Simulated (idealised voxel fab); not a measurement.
This is a process module. Its name is voxel trench capacitor.
FYI the section here is cut, 280 nm wide, cells are 5 nm squares.
Cross-sections here: square-cell grids, written as top-down lists of bands, a band being one or more rows of cells. Per band: top height and bottom height in nm, followed by the left-to-right materials and their widths in nm; "full width" marks a single material spanning edge to edge, "air" marks empty space. Below 0: as-received wafer, all one material; heights counted from there. Lowest band: no bottom, goes on down, written "0 and below". It should be noted that a width expressed as "30->40" varies in equal increments from row to row of cells within the band, taking the value of the first number at the top row and that of the second number at the bottom row. The designation "no alterations made", where it is given for a processing step, indicates that no cell of the cross-section was altered in the course of that step. Enclosed voids (no open way to top), threshold 8 cells or more, entry "Enclosed internal voids", notation width x height at distance, distance from left edge, nm. If you see something after the settings on a step's line, that's the simulator's own remark about that step. overlay nm: for a step with a mask, the amount by which the mask lay right of where it was planned; a negative amount means left of it.

### List of planned process steps
1,RECEIVE [material Si]
2,CONFORMAL_DEP [material SiN] [thk nm 10]
3,MASKED_ETCH [tone open] [mask id TRENCH] [width nm 20] [pitch nm 40] [etch materials SiN] [depth nm 10] [overlay nm 0]
4,MASKED_ETCH [tone open] [mask id TRENCH] [width nm 20] [pitch nm 40] [etch materials Si] [depth nm 40] [overlay nm 0]
5,CONFORMAL_DEP [material SiO2] [thk nm 5]
6,FILL_DEP [material polySi] [thk nm 10]
7,CMP [height nm 10]

### So, the first of our two wafers, run just as we planned it

### Incoming wafer, cross-sectional view, post step 1
  0 and below | Si full width
  Enclosed internal voids: none

### Presented here is a cross-section of the wafer after step 2 has been performed
  10 down to 0 | SiN full width
  Rest of section, below 0: as before.

### Presented here is a cross-section of the wafer after step 3 has been performed
  10 down to 0 | 90 SiN | 20 air | 20 SiN | 20 air | 20 SiN | 20 air | 90 SiN
  Rest of section, below 0: as before.

### Presented here is a cross-section of the wafer after step 4 has been performed
  10 down to 0 | 90 SiN | 20 air | 20 SiN | 20 air | 20 SiN | 20 air | 90 SiN
  0 down to -40 | 90 Si | 20 air | 20 Si | 20 air | 20 Si | 20 air | 90 Si
  Rest of section, below -40: as before.

### Presented here is a cross-section of the wafer after step 5 has been performed
  15 down to 10 | 95 SiO2 | 10 air | 30 SiO2 | 10 air | 30 SiO2 | 10 air | 95 SiO2
  10 down to 0 | 90 SiN | 5 SiO2 | 10 air | 5 SiO2 | 20 SiN | 5 SiO2 | 10 air | 5 SiO2 | 20 SiN | 5 SiO2 | 10 air | 5 SiO2 | 90 SiN
  0 down to -35 | 90 Si | 5 SiO2 | 10 air | 5 SiO2 | 20 Si | 5 SiO2 | 10 air | 5 SiO2 | 20 Si | 5 SiO2 | 10 air | 5 SiO2 | 90 Si
  -35 down to -40 | 90 Si | 20 SiO2 | 20 Si | 20 SiO2 | 20 Si | 20 SiO2 | 90 Si
  Rest of section, below -40: as before.

### Presented here is a cross-section of the wafer after step 6 has been performed
  25 down to 15 | polySi full width
  15 down to 10 | 95 SiO2 | 10 polySi | 30 SiO2 | 10 polySi | 30 SiO2 | 10 polySi | 95 SiO2
  10 down to 0 | 90 SiN | 5 SiO2 | 10 polySi | 5 SiO2 | 20 SiN | 5 SiO2 | 10 polySi | 5 SiO2 | 20 SiN | 5 SiO2 | 10 polySi | 5 SiO2 | 90 SiN
  0 down to -35 | 90 Si | 5 SiO2 | 10 polySi | 5 SiO2 | 20 Si | 5 SiO2 | 10 polySi | 5 SiO2 | 20 Si | 5 SiO2 | 10 polySi | 5 SiO2 | 90 Si
  Rest of section, below -35: as before.

### Presented here is a cross-section of the wafer after step 7 has been performed
  10 down to 0 | 90 SiN | 5 SiO2 | 10 polySi | 5 SiO2 | 20 SiN | 5 SiO2 | 10 polySi | 5 SiO2 | 20 SiN | 5 SiO2 | 10 polySi | 5 SiO2 | 90 SiN
  Rest of section, below 0: as before.

### Notes, second wafer: start = first wafer's, plan = first wafer's, execution had one mistake; history identical to first through step 2

### Second wafer profile in section, at the moment step 3 of the plan was meant to be complete
  10 down to 0 | 90 air | 20 SiN | 20 air | 20 SiN | 20 air | 20 SiN | 90 air
  Rest of section, below 0: as before.

Second wafer profile in section, at the moment step 4 of the plan was meant to be complete: no alterations made

### Second wafer profile in section, at the moment step 5 of the plan was meant to be complete
  15 down to 10 | 85 air | 30 SiO2 | 10 air | 30 SiO2 | 10 air | 30 SiO2 | 85 air
  10 down to 5 | 85 air | 5 SiO2 | 20 SiN | 5 SiO2 | 10 air | 5 SiO2 | 20 SiN | 5 SiO2 | 10 air | 5 SiO2 | 20 SiN | 5 SiO2 | 85 air
  5 down to 0 | 90 SiO2 | 20 SiN | 20 SiO2 | 20 SiN | 20 SiO2 | 20 SiN | 90 SiO2
  Rest of section, below 0: as before.

### Second wafer profile in section, at the moment step 6 of the plan was meant to be complete
  25 down to 15 | polySi full width
  15 down to 10 | 85 polySi | 30 SiO2 | 10 polySi | 30 SiO2 | 10 polySi | 30 SiO2 | 85 polySi
  10 down to 5 | 85 polySi | 5 SiO2 | 20 SiN | 5 SiO2 | 10 polySi | 5 SiO2 | 20 SiN | 5 SiO2 | 10 polySi | 5 SiO2 | 20 SiN | 5 SiO2 | 85 polySi
  Rest of section, below 5: as before.

### Second wafer profile in section, at the moment step 7 of the plan was meant to be complete
  10 down to 5 | 85 polySi | 5 SiO2 | 20 SiN | 5 SiO2 | 10 polySi | 5 SiO2 | 20 SiN | 5 SiO2 | 10 polySi | 5 SiO2 | 20 SiN | 5 SiO2 | 85 polySi
  Rest of section, below 5: as before.
Where did the run depart from the plan? it should be noted that step 3 was executed with settings other than those planned, the operation and settings actually applied being MASKED_ETCH [tone cover] [mask id TRENCH] [width nm 20] [pitch nm 40] [etch materials SiN] [depth nm 10] [overlay nm 0]
The closing comparison, in cells, has the second wafer with more or fewer of some materials than the first: Si +96; SiN -64; SiO2 -16; polySi -16
